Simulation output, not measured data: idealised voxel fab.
Name of the process module below: voxel self aligned vias
Xsec cut, 240 nm wide, square cell size 5 nm.
A cross-section is a grid of square cells, given in bands from the top down. A band is one or more rows of cells.
The band entry comprises the height of the band's top followed by the height of its bottom, expressed in nm, and subsequently the band's materials from left to right, each stated together with its width in nm. Where a single material is marked with the word "full width", that material fills the band from edge to edge. The word "blank" represents empty space.
For the purposes of this specification, 0 denotes the height below which the wafer in its as-received condition is composed wholly of one material, and the lowermost band, lacking a lower limit, extends downward without end, as expressed in "top 0, no bottom".
Read "30..40" as a graded width: first number on top, second number at the bottom, same change between each pair of neighbouring rows.
Basically "no change occurred" means that step didn't change any cell in the cross-section.
The list in "Trapped cavities" covers empty spaces of 8 cells or more that cannot reach the top through any open way, and it gives each as width x height at distance; the distance is from the left edge, and width, height and distance are in nm.
Anything after a step's settings on that line? It's the simulator's own note about the step.
overlay nm: for a step with a mask, the amount by which the mask lay right of where it was planned; a negative amount means left of it.

## Intended process steps
1,RECEIVE [material Si]
2,CONFORMAL_DEP [material SiO2] [thk nm 15]
3,CONFORMAL_DEP [material SiCN] [thk nm 5]
4,DIRECTIONAL_DEP [material lowk] [thk nm 25]
5,MASKED_ETCH [tone open] [mask id LINES] [width nm 30] [pitch nm 65] [etch materials lowk] [depth nm 25] [overlay nm 0]
6,CONFORMAL_DEP [material TiN] [thk nm 5]
7,FILL_DEP [material W] [thk nm 10]
8,CMP [height nm 45]
9,SELECTIVE_ETCH [etch materials W Ru TiN] [depth nm 10]
10,FILL_DEP [material SiN] [thk nm 5]
11,CMP [height nm 45]
12,DIRECTIONAL_DEP [material lowk] [thk nm 20]
13,PATTERN [tone open] [mask id VIAS] [material resist] [width nm 40] [pitch nm 65] [thk nm 15] [overlay nm 0]
14,DIRECTIONAL_ETCH [etch materials lowk] [depth nm 20]
15,DIRECTIONAL_ETCH [etch materials SiN] [depth nm 10]
16,STRIP [etch materials resist]
17,CONFORMAL_DEP [material TiN] [thk nm 5]
18,FILL_DEP [material Cu] [thk nm 5]
19,CMP [height nm 65]
20,CONFORMAL_DEP [material SiCN] [thk nm 5]

## Incoming wafer in cross-section (state: after step 1)
  top 0, no bottom: Si full width
  Trapped cavities: none

## Look at the cross-section after the module: the wafer started out the way shown above and the plan was the one shown above, yet one mistake was made along the way
  top 70, bottom 65: SiCN full width
  top 65, bottom 40: lowk: 35, TiN: 5, Cu: 30, TiN: 5, lowk: 25, TiN: 5, Cu: 30, TiN: 5, lowk: 25, TiN: 5, Cu: 30, TiN: 5, lowk: 35
  top 40, bottom 35: lowk: 35, TiN: 40, lowk: 25, TiN: 40, lowk: 25, TiN: 40, lowk: 35
  top 35, bottom 25: lowk: 35, TiN: 10, W: 20, TiN: 10, lowk: 25, TiN: 10, W: 20, TiN: 10, lowk: 25, TiN: 10, W: 20, TiN: 10, lowk: 35
  top 25, bottom 20: lowk: 40, TiN: 30, lowk: 35, TiN: 30, lowk: 35, TiN: 30, lowk: 40
  top 20, bottom 15: SiCN full width
  top 15, bottom 0: SiO2 full width
  top 0, no bottom: Si full width
  Trapped cavities: none
Diagnosis: execution of plan step 14 occurred twice
